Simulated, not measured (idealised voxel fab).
The following is a process module called voxel spacer lines.
FYI the section here is cut, 220 nm wide, cells are 5 nm squares.
Cross-section spec: square-cell grid; bands listed top down; each band is one or more rows.
Band: top and bottom heights (nm) first, top before bottom; then materials from left to right, widths in nm. "full width" marks a sole material filling the band edge to edge. "air" denotes empty space.
Heights are reckoned from 0. Under this level, the received wafer is all of one material. The bottommost band is open-ended downward, for example "top 0, no bottom".
Quick explanation for "30 to 40": the width changes in equal steps down the rows of cells, from the first number in the band's top row to the second number in its bottom row.
A step reported as "nothing altered" is a step in which no cell of the cross-section changed.
Under "Fully sealed cavities" you'll find the enclosed gaps, the ones with no way out to the top, that are 8 cells or bigger; each reads width x height at distance, with distance counted from the left edge, everything in nm.
Formally, on a step line, whatever follows the settings is a remark that the simulator itself makes on the step.
"overlay nm", when on a step's line for a step with a mask, measures how far to the right of its planned place the mask lay; a negative measure means to the left.
How should the pairs below be read? Each gives the cross-section before one process step and the cross-section after it, the latter drawn only to the lowest band that changed; the step that lies between them, with its settings, appears under the pair. Does a pair pick up where the pair above left off? Only where its entry headed "Pre-process state" says so, since pairs can come from different runs of this module on the same starting wafer.
-- Pre-process state
	top 50, bottom 20 = air 15 nm / SiN 25 nm / air 55 nm / SiN 25 nm / air 55 nm / SiN 25 nm / air 20 nm
	top 20, bottom 5 = polySi full width
	top 5, bottom 0 = Al2O3 full width
	top 0, no bottom = Si full width
	Fully sealed cavities: none
-- Post-Step Appearance
	top 50, bottom 20 = air 15 nm / SiN 25 nm / air 55 nm / SiN 25 nm / air 55 nm / SiN 25 nm / air 20 nm
	top 20, bottom 5 = air 15 nm / polySi 25 nm / air 55 nm / polySi 25 nm / air 55 nm / polySi 25 nm / air 20 nm
	No changes below 5.
	Fully sealed cavities: none
Q: step between the cross-sections above? A: DIRECTIONAL_ETCH (etch materials polySi; depth nm 15)
Pre-process state: It is represented by the cross-section appearing after the step of the pair directly above.
-- Post-Step Appearance
	top 20, bottom 5 = air 15 nm / polySi 25 nm / air 55 nm / polySi 25 nm / air 55 nm / polySi 25 nm / air 20 nm
	No changes below 5.
	Fully sealed cavities: none
Q: step between the cross-sections above? A: STRIP (etch materials SiN)
